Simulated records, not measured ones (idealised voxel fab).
process module | voxel self aligned vias
cross-section cut | 210 nm wide | cells 5 nm
A cross-section is a grid of square cells, given in bands from the top down. A band is one or more rows of cells.
Each band's line starts with the height of the band's top and of its bottom, in nm. Then come its materials from left to right, each with its width in nm. One material with "throughout" fills the band from edge to edge. "air" is empty space.
Height 0 is the level under which the wafer as received is all one material. The lowest band goes on downwards, as in "0 down".
A width such as "30 to 40" changes by the same amount from each row of cells to the next, from the band's top row to its bottom row.
"no change" after a step means that no cell of the cross-section changed.
closed voids: empty space of 8 cells or more with no open way to the top, each as width x height at its distance from the left edge, in nm
after a step's settings: what the simulator itself notes on the step
overlay nm, on a step with a mask: how far to the right of its planned place the mask lay; to the left if negative
plan
1 op RECEIVE | material Si
2 op CONFORMAL_DEP | material SiO2 | thk nm 15
3 op CONFORMAL_DEP | material SiCN | thk nm 5
4 op DIRECTIONAL_DEP | material lowk | thk nm 20
5 op DIRECTIONAL_DEP | material aC | thk nm 10
6 op PATTERN | tone open | mask id LINES | material resist | width nm 25 | pitch nm 65 | thk nm 25 | overlay nm 0
7 op DIRECTIONAL_ETCH | etch materials aC | depth nm 10
8 op STRIP | etch materials resist
9 op DIRECTIONAL_ETCH | etch materials lowk | depth nm 20
10 op STRIP | etch materials aC
11 op CONFORMAL_DEP | material TiN | thk nm 5
12 op FILL_DEP | material Ru | thk nm 10
13 op CMP | height nm 40
14 op SELECTIVE_ETCH | etch materials W Ru TiN | depth nm 10
15 op FILL_DEP | material SiN | thk nm 10
16 op CMP | height nm 40
17 op DIRECTIONAL_DEP | material lowk | thk nm 15
18 op PATTERN | tone open | mask id VIAS | material resist | width nm 45 | pitch nm 65 | thk nm 15 | overlay nm 0
19 op DIRECTIONAL_ETCH | etch materials lowk | depth nm 15
20 op DIRECTIONAL_ETCH | etch materials SiN | depth nm 10
21 op STRIP | etch materials resist
22 op CONFORMAL_DEP | material TiN | thk nm 5
23 op FILL_DEP | material W | thk nm 5
24 op CMP | height nm 55
25 op CONFORMAL_DEP | material SiN | thk nm 5
first wafer, as planned
as received, after step 1
  0 down: Si throughout
  closed voids: none
after step 2
  15 to 0: SiO2 throughout
  below 0: unchanged
after step 3
  20 to 15: SiCN throughout
  below 15: unchanged
after step 4
  40 to 20: lowk throughout
  below 20: unchanged
after step 5
  50 to 40: aC throughout
  below 40: unchanged
after step 6
  75 to 50: resist 25 | air 25 | resist 40 | air 25 | resist 40 | air 25 | resist 30
  below 50: unchanged
after step 7
  65 to 50: resist 25 | air 25 | resist 40 | air 25 | resist 40 | air 25 | resist 30
  50 to 40: aC 25 | air 25 | aC 40 | air 25 | aC 40 | air 25 | aC 30
  below 40: unchanged
after step 8
  50 to 40: aC 25 | air 25 | aC 40 | air 25 | aC 40 | air 25 | aC 30
  below 40: unchanged
after step 9
  50 to 40: aC 25 | air 25 | aC 40 | air 25 | aC 40 | air 25 | aC 30
  40 to 20: lowk 25 | air 25 | lowk 40 | air 25 | lowk 40 | air 25 | lowk 30
  below 20: unchanged
after step 10
  40 to 20: lowk 25 | air 25 | lowk 40 | air 25 | lowk 40 | air 25 | lowk 30
  below 20: unchanged
after step 11
  45 to 40: TiN 30 | air 15 | TiN 50 | air 15 | TiN 50 | air 15 | TiN 35
  40 to 25: lowk 25 | TiN 5 | air 15 | TiN 5 | lowk 40 | TiN 5 | air 15 | TiN 5 | lowk 40 | TiN 5 | air 15 | TiN 5 | lowk 30
  25 to 20: lowk 25 | TiN 25 | lowk 40 | TiN 25 | lowk 40 | TiN 25 | lowk 30
  below 20: unchanged
after step 12
  55 to 45: Ru throughout
  45 to 40: TiN 30 | Ru 15 | TiN 50 | Ru 15 | TiN 50 | Ru 15 | TiN 35
  40 to 25: lowk 25 | TiN 5 | Ru 15 | TiN 5 | lowk 40 | TiN 5 | Ru 15 | TiN 5 | lowk 40 | TiN 5 | Ru 15 | TiN 5 | lowk 30
  below 25: unchanged
after step 13
  40 to 25: lowk 25 | TiN 5 | Ru 15 | TiN 5 | lowk 40 | TiN 5 | Ru 15 | TiN 5 | lowk 40 | TiN 5 | Ru 15 | TiN 5 | lowk 30
  below 25: unchanged
after step 14
  40 to 30: lowk 25 | air 25 | lowk 40 | air 25 | lowk 40 | air 25 | lowk 30
  below 30: unchanged
after step 15
  50 to 40: SiN throughout
  40 to 30: lowk 25 | SiN 25 | lowk 40 | SiN 25 | lowk 40 | SiN 25 | lowk 30
  below 30: unchanged
after step 16
  40 to 30: lowk 25 | SiN 25 | lowk 40 | SiN 25 | lowk 40 | SiN 25 | lowk 30
  below 30: unchanged
after step 17
  55 to 40: lowk throughout
  below 40: unchanged
after step 18
  70 to 55: resist 15 | air 45 | resist 20 | air 45 | resist 20 | air 45 | resist 20
  below 55: unchanged
after step 19
  70 to 55: resist 15 | air 45 | resist 20 | air 45 | resist 20 | air 45 | resist 20
  55 to 40: lowk 15 | air 45 | lowk 20 | air 45 | lowk 20 | air 45 | lowk 20
  below 40: unchanged
after step 20
  70 to 55: resist 15 | air 45 | resist 20 | air 45 | resist 20 | air 45 | resist 20
  55 to 40: lowk 15 | air 45 | lowk 20 | air 45 | lowk 20 | air 45 | lowk 20
  40 to 30: lowk 25 | air 25 | lowk 40 | air 25 | lowk 40 | air 25 | lowk 30
  below 30: unchanged
after step 21
  55 to 40: lowk 15 | air 45 | lowk 20 | air 45 | lowk 20 | air 45 | lowk 20
  below 40: unchanged
after step 22
  60 to 55: TiN 20 | air 35 | TiN 30 | air 35 | TiN 30 | air 35 | TiN 25
  55 to 45: lowk 15 | TiN 5 | air 35 | TiN 5 | lowk 20 | TiN 5 | air 35 | TiN 5 | lowk 20 | TiN 5 | air 35 | TiN 5 | lowk 20
  45 to 35: lowk 15 to 25 | TiN 15 to 5 | air 15 | TiN 15 to 5 | lowk 20 to 40 | TiN 15 to 5 | air 15 | TiN 15 to 5 | lowk 20 to 40 | TiN 15 to 5 | air 15 | TiN 15 to 5 | lowk 20 to 30
  35 to 30: lowk 25 | TiN 25 | lowk 40 | TiN 25 | lowk 40 | TiN 25 | lowk 30
  below 30: unchanged
after step 23
  65 to 60: W throughout
  60 to 55: TiN 20 | W 35 | TiN 30 | W 35 | TiN 30 | W 35 | TiN 25
  55 to 45: lowk 15 | TiN 5 | W 35 | TiN 5 | lowk 20 | TiN 5 | W 35 | TiN 5 | lowk 20 | TiN 5 | W 35 | TiN 5 | lowk 20
  45 to 35: lowk 15 to 25 | TiN 15 to 5 | W 15 | TiN 15 to 5 | lowk 20 to 40 | TiN 15 to 5 | W 15 | TiN 15 to 5 | lowk 20 to 40 | TiN 15 to 5 | W 15 | TiN 15 to 5 | lowk 20 to 30
  below 35: unchanged
after step 24
  55 to 45: lowk 15 | TiN 5 | W 35 | TiN 5 | lowk 20 | TiN 5 | W 35 | TiN 5 | lowk 20 | TiN 5 | W 35 | TiN 5 | lowk 20
  below 45: unchanged
after step 25
  60 to 55: SiN throughout
  below 55: unchanged
second wafer: like start, like plan, one mistake. Through step 1 it matches the first wafer
when step 2 should have ended
  25 to 0: SiO2 throughout
  below 0: unchanged
when step 3 should have ended
  30 to 25: SiCN throughout
  below 25: unchanged
when step 4 should have ended
  50 to 30: lowk throughout
  below 30: unchanged
when step 5 should have ended
  60 to 50: aC throughout
  below 50: unchanged
when step 6 should have ended
  85 to 60: resist 25 | air 25 | resist 40 | air 25 | resist 40 | air 25 | resist 30
  below 60: unchanged
when step 7 should have ended
  75 to 60: resist 25 | air 25 | resist 40 | air 25 | resist 40 | air 25 | resist 30
  60 to 50: aC 25 | air 25 | aC 40 | air 25 | aC 40 | air 25 | aC 30
  below 50: unchanged
when step 8 should have ended
  60 to 50: aC 25 | air 25 | aC 40 | air 25 | aC 40 | air 25 | aC 30
  below 50: unchanged
when step 9 should have ended
  60 to 50: aC 25 | air 25 | aC 40 | air 25 | aC 40 | air 25 | aC 30
  50 to 30: lowk 25 | air 25 | lowk 40 | air 25 | lowk 40 | air 25 | lowk 30
  below 30: unchanged
when step 10 should have ended
  50 to 30: lowk 25 | air 25 | lowk 40 | air 25 | lowk 40 | air 25 | lowk 30
  below 30: unchanged
when step 11 should have ended
  55 to 50: TiN 30 | air 15 | TiN 50 | air 15 | TiN 50 | air 15 | TiN 35
  50 to 35: lowk 25 | TiN 5 | air 15 | TiN 5 | lowk 40 | TiN 5 | air 15 | TiN 5 | lowk 40 | TiN 5 | air 15 | TiN 5 | lowk 30
  35 to 30: lowk 25 | TiN 25 | lowk 40 | TiN 25 | lowk 40 | TiN 25 | lowk 30
  below 30: unchanged
when step 12 should have ended
  65 to 55: Ru throughout
  55 to 50: TiN 30 | Ru 15 | TiN 50 | Ru 15 | TiN 50 | Ru 15 | TiN 35
  50 to 35: lowk 25 | TiN 5 | Ru 15 | TiN 5 | lowk 40 | TiN 5 | Ru 15 | TiN 5 | lowk 40 | TiN 5 | Ru 15 | TiN 5 | lowk 30
  below 35: unchanged
when step 13 should have ended
  40 to 35: lowk 25 | TiN 5 | Ru 15 | TiN 5 | lowk 40 | TiN 5 | Ru 15 | TiN 5 | lowk 40 | TiN 5 | Ru 15 | TiN 5 | lowk 30
  below 35: unchanged
when step 14 should have ended
  40 to 30: lowk 25 | air 25 | lowk 40 | air 25 | lowk 40 | air 25 | lowk 30
  below 30: unchanged
when step 15 should have ended
  50 to 40: SiN throughout
  40 to 30: lowk 25 | SiN 25 | lowk 40 | SiN 25 | lowk 40 | SiN 25 | lowk 30
  below 30: unchanged
when step 16 should have ended
  40 to 30: lowk 25 | SiN 25 | lowk 40 | SiN 25 | lowk 40 | SiN 25 | lowk 30
  below 30: unchanged
when step 17 should have ended
  55 to 40: lowk throughout
  below 40: unchanged
when step 18 should have ended
  70 to 55: resist 15 | air 45 | resist 20 | air 45 | resist 20 | air 45 | resist 20
  below 55: unchanged
when step 19 should have ended
  70 to 55: resist 15 | air 45 | resist 20 | air 45 | resist 20 | air 45 | resist 20
  55 to 40: lowk 15 | air 45 | lowk 20 | air 45 | lowk 20 | air 45 | lowk 20
  below 40: unchanged
when step 20 should have ended
  70 to 55: resist 15 | air 45 | resist 20 | air 45 | resist 20 | air 45 | resist 20
  55 to 40: lowk 15 | air 45 | lowk 20 | air 45 | lowk 20 | air 45 | lowk 20
  40 to 30: lowk 25 | air 25 | lowk 40 | air 25 | lowk 40 | air 25 | lowk 30
  below 30: unchanged
when step 21 should have ended
  55 to 40: lowk 15 | air 45 | lowk 20 | air 45 | lowk 20 | air 45 | lowk 20
  below 40: unchanged
when step 22 should have ended
  60 to 55: TiN 20 | air 35 | TiN 30 | air 35 | TiN 30 | air 35 | TiN 25
  55 to 45: lowk 15 | TiN 5 | air 35 | TiN 5 | lowk 20 | TiN 5 | air 35 | TiN 5 | lowk 20 | TiN 5 | air 35 | TiN 5 | lowk 20
  45 to 35: lowk 15 to 25 | TiN 15 to 5 | air 15 | TiN 15 to 5 | lowk 20 to 40 | TiN 15 to 5 | air 15 | TiN 15 to 5 | lowk 20 to 40 | TiN 15 to 5 | air 15 | TiN 15 to 5 | lowk 20 to 30
  35 to 30: lowk 25 | TiN 25 | lowk 40 | TiN 25 | lowk 40 | TiN 25 | lowk 30
  below 30: unchanged
when step 23 should have ended
  65 to 60: W throughout
  60 to 55: TiN 20 | W 35 | TiN 30 | W 35 | TiN 30 | W 35 | TiN 25
  55 to 45: lowk 15 | TiN 5 | W 35 | TiN 5 | lowk 20 | TiN 5 | W 35 | TiN 5 | lowk 20 | TiN 5 | W 35 | TiN 5 | lowk 20
  45 to 35: lowk 15 to 25 | TiN 15 to 5 | W 15 | TiN 15 to 5 | lowk 20 to 40 | TiN 15 to 5 | W 15 | TiN 15 to 5 | lowk 20 to 40 | TiN 15 to 5 | W 15 | TiN 15 to 5 | lowk 20 to 30
  below 35: unchanged
when step 24 should have ended
  55 to 45: lowk 15 | TiN 5 | W 35 | TiN 5 | lowk 20 | TiN 5 | W 35 | TiN 5 | lowk 20 | TiN 5 | W 35 | TiN 5 | lowk 20
  below 45: unchanged
when step 25 should have ended
  60 to 55: SiN throughout
  below 55: unchanged
what went wrong: step 2 ran as: op CONFORMAL_DEP | material SiO2 | thk nm 25
at the end the second wafer has, in cells: 9 fewer of Ru | 84 more of SiO2 | 21 fewer of TiN | 54 fewer of lowk
